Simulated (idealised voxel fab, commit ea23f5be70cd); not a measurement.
Process module in this document: voxel tone inversion
Xsec cut, 200 nm wide, square cell size 5 nm.
Each cross-section below is a grid of square cells, stated as bands in top-down order, with one or more rows of cells making up each band.
Basically the band line says how high the top is and how high the bottom is, in nm, and then what's in it from left to right, every material with its width in nm. Empty space shows up as "blank", and if a single material carries "everywhere" it runs the full band edge to edge.
Height reference: 0 = level under which incoming wafer is all one material. Lowest band: no bottom, runs on downward, e.g. "0 down".
Per-row width for "30..40": begins at first number (top row of band), ends at second number (bottom row), increment between rows held constant.
For the purposes of this document, the phrase "no modifications" attached to a step denotes that no cell within the cross-section was modified by that step.
Heads up: "Enclosed cavities" only lists the empty pockets with no open path to the top that are 8 cells or more, and it writes them as width x height at distance, distance from the left edge, in nm.
Whatever follows a step's settings on its line is a remark the simulator itself makes about that step.
"overlay nm", when on a step's line for a step with a mask, measures how far to the right of its planned place the mask lay; a negative measure means to the left.

**This section lists the process steps that were planned**
1,RECEIVE (material Si)
2,CONFORMAL_DEP (material SiN; thk nm 5)
3,DIRECTIONAL_DEP (material aC; thk nm 25)
4,PATTERN (tone cover; mask id POSTS; material resist; width nm 25; pitch nm 50; thk nm 35; overlay nm 0)
5,DIRECTIONAL_ETCH (etch materials aC; depth nm 25)
6,STRIP (etch materials resist)
7,FILL_DEP (material SiO2; thk nm 10)
8,CMP (height nm 30)
9,STRIP (etch materials aC)
10,CONFORMAL_DEP (material TiN; thk nm 5)
11,FILL_DEP (material Cu; thk nm 5)
12,CMP (height nm 30)
13,CONFORMAL_DEP (material SiN; thk nm 5)

**On the first of the two wafers: run conducted according to plan**

**Incoming wafer in cross-section (state: after step 1)**
0 down  Si everywhere
Enclosed cavities: none

**Take a look at the wafer's cross-section after step 2**
5 to 0  SiN everywhere
For the remainder of the cross-section, below 0, there is no change.

**Take a look at the wafer's cross-section after step 3**
30 to 5  aC everywhere
For the remainder of the cross-section, below 5, there is no change.

**Take a look at the wafer's cross-section after step 4**
65 to 30  blank=60, resist=25, blank=25, resist=25, blank=65
For the remainder of the cross-section, below 30, there is no change.

**Take a look at the wafer's cross-section after step 5**
40 to 30  blank=60, resist=25, blank=25, resist=25, blank=65
30 to 5  blank=60, aC=25, blank=25, aC=25, blank=65
For the remainder of the cross-section, below 5, there is no change.

**Take a look at the wafer's cross-section after step 6**
30 to 5  blank=60, aC=25, blank=25, aC=25, blank=65
For the remainder of the cross-section, below 5, there is no change.

**Take a look at the wafer's cross-section after step 7**
40 to 30  SiO2 everywhere
30 to 5  SiO2=60, aC=25, SiO2=25, aC=25, SiO2=65
For the remainder of the cross-section, below 5, there is no change.

**Take a look at the wafer's cross-section after step 8**
30 to 5  SiO2=60, aC=25, SiO2=25, aC=25, SiO2=65
For the remainder of the cross-section, below 5, there is no change.

**Take a look at the wafer's cross-section after step 9**
30 to 5  SiO2=60, blank=25, SiO2=25, blank=25, SiO2=65
For the remainder of the cross-section, below 5, there is no change.

**Take a look at the wafer's cross-section after step 10**
35 to 30  TiN=65, blank=15, TiN=35, blank=15, TiN=70
30 to 10  SiO2=60, TiN=5, blank=15, TiN=5, SiO2=25, TiN=5, blank=15, TiN=5, SiO2=65
10 to 5  SiO2=60, TiN=25, SiO2=25, TiN=25, SiO2=65
For the remainder of the cross-section, below 5, there is no change.

**Take a look at the wafer's cross-section after step 11**
40 to 35  Cu everywhere
35 to 30  TiN=65, Cu=15, TiN=35, Cu=15, TiN=70
30 to 10  SiO2=60, TiN=5, Cu=15, TiN=5, SiO2=25, TiN=5, Cu=15, TiN=5, SiO2=65
For the remainder of the cross-section, below 10, there is no change.

**Take a look at the wafer's cross-section after step 12**
30 to 10  SiO2=60, TiN=5, Cu=15, TiN=5, SiO2=25, TiN=5, Cu=15, TiN=5, SiO2=65
For the remainder of the cross-section, below 10, there is no change.

**Take a look at the wafer's cross-section after step 13**
35 to 30  SiN everywhere
For the remainder of the cross-section, below 30, there is no change.

**Here the second wafer is described. Its start and its plan were those of the first wafer. Its run contained one mistake. Up to and including step 1, it did exactly what the first wafer did**

**Second wafer shown in cross-section at the time step 2 was slated to end**
25 to 0  aC everywhere
For the remainder of the cross-section, below 0, there is no change.

**Second wafer shown in cross-section at the time step 3 was slated to end**
30 to 25  SiN everywhere
For the remainder of the cross-section, below 25, there is no change.

**Second wafer shown in cross-section at the time step 4 was slated to end**
65 to 30  blank=60, resist=25, blank=25, resist=25, blank=65
For the remainder of the cross-section, below 30, there is no change.

**Second wafer shown in cross-section at the time step 5 was slated to end**
40 to 30  blank=60, resist=25, blank=25, resist=25, blank=65
For the remainder of the cross-section, below 30, there is no change.

**Second wafer shown in cross-section at the time step 6 was slated to end**
30 to 25  SiN everywhere
For the remainder of the cross-section, below 25, there is no change.

**Second wafer shown in cross-section at the time step 7 was slated to end**
40 to 30  SiO2 everywhere
For the remainder of the cross-section, below 30, there is no change.

**Second wafer shown in cross-section at the time step 8 was slated to end**
30 to 25  SiN everywhere
For the remainder of the cross-section, below 25, there is no change.

Second wafer shown in cross-section at the time step 9 was slated to end: no modifications

**Second wafer shown in cross-section at the time step 10 was slated to end**
35 to 30  TiN everywhere
For the remainder of the cross-section, below 30, there is no change.

**Second wafer shown in cross-section at the time step 11 was slated to end**
40 to 35  Cu everywhere
For the remainder of the cross-section, below 35, there is no change.

**Second wafer shown in cross-section at the time step 12 was slated to end**
30 to 25  SiN everywhere
For the remainder of the cross-section, below 25, there is no change.

**Second wafer shown in cross-section at the time step 13 was slated to end**
35 to 25  SiN everywhere
For the remainder of the cross-section, below 25, there is no change.
Misprocessing identified: so 2 and 3 got swapped relative to the plan, each ran where the other was supposed to
The second wafer ends with more or fewer cells of some materials than the first, per final count: -24 Cu, -150 SiO2, -26 TiN, +200 aC
